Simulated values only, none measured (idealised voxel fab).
process module | voxel lift off
cross-section cut | 265 nm wide | cells 5 nm
A cross-section is a grid of square cells, given in bands from the top down. A band is one or more rows of cells.
Each band's line starts with the height of the band's top and of its bottom, in nm. Then come its materials from left to right, each with its width in nm. One material with "throughout" fills the band from edge to edge. "air" is empty space.
Height 0 is the level under which the wafer as received is all one material. The lowest band goes on downwards, as in "0 down".
A width such as "30 to 40" changes by the same amount from each row of cells to the next, from the band's top row to its bottom row.
"no change" after a step means that no cell of the cross-section changed.
closed voids: empty space of 8 cells or more with no open way to the top, each as width x height at its distance from the left edge, in nm
after a step's settings: what the simulator itself notes on the step
overlay nm, on a step with a mask: how far to the right of its planned place the mask lay; to the left if negative
plan
1 op RECEIVE | material Si
2 op CONFORMAL_DEP | material SiO2 | thk nm 5
3 op PATTERN | tone open | mask id LINES | material resist | width nm 30 | pitch nm 50 | thk nm 25 | overlay nm 0
4 op DIRECTIONAL_DEP | material Ru | thk nm 15
5 op STRIP | etch materials resist
6 op CONFORMAL_DEP | material SiN | thk nm 5
as received, after step 1
  0 down: Si throughout
  closed voids: none
first wafer at the end, as planned
  25 to 20: air 60 | SiN 40 | air 10 | SiN 40 | air 10 | SiN 40 | air 65
  20 to 10: air 60 | SiN 5 | Ru 30 | SiN 5 | air 10 | SiN 5 | Ru 30 | SiN 5 | air 10 | SiN 5 | Ru 30 | SiN 5 | air 65
  10 to 5: SiN 65 | Ru 30 | SiN 20 | Ru 30 | SiN 20 | Ru 30 | SiN 70
  5 to 0: SiO2 throughout
  0 down: Si throughout
  closed voids: none
second wafer at the end: like start, like plan, one mistake
  25 to 20: air 60 | SiO2 40 | air 10 | SiO2 40 | air 10 | SiO2 40 | air 65
  20 to 10: air 60 | SiO2 5 | Ru 30 | SiO2 5 | air 10 | SiO2 5 | Ru 30 | SiO2 5 | air 10 | SiO2 5 | Ru 30 | SiO2 5 | air 65
  10 to 5: SiO2 65 | Ru 30 | SiO2 20 | Ru 30 | SiO2 20 | Ru 30 | SiO2 70
  5 to 0: SiO2 throughout
  0 down: Si throughout
  closed voids: none
what went wrong: step 6 ran as: op CONFORMAL_DEP | material SiO2 | thk nm 5
at the end the second wafer has, in cells: 71 fewer of SiN | 71 more of SiO2
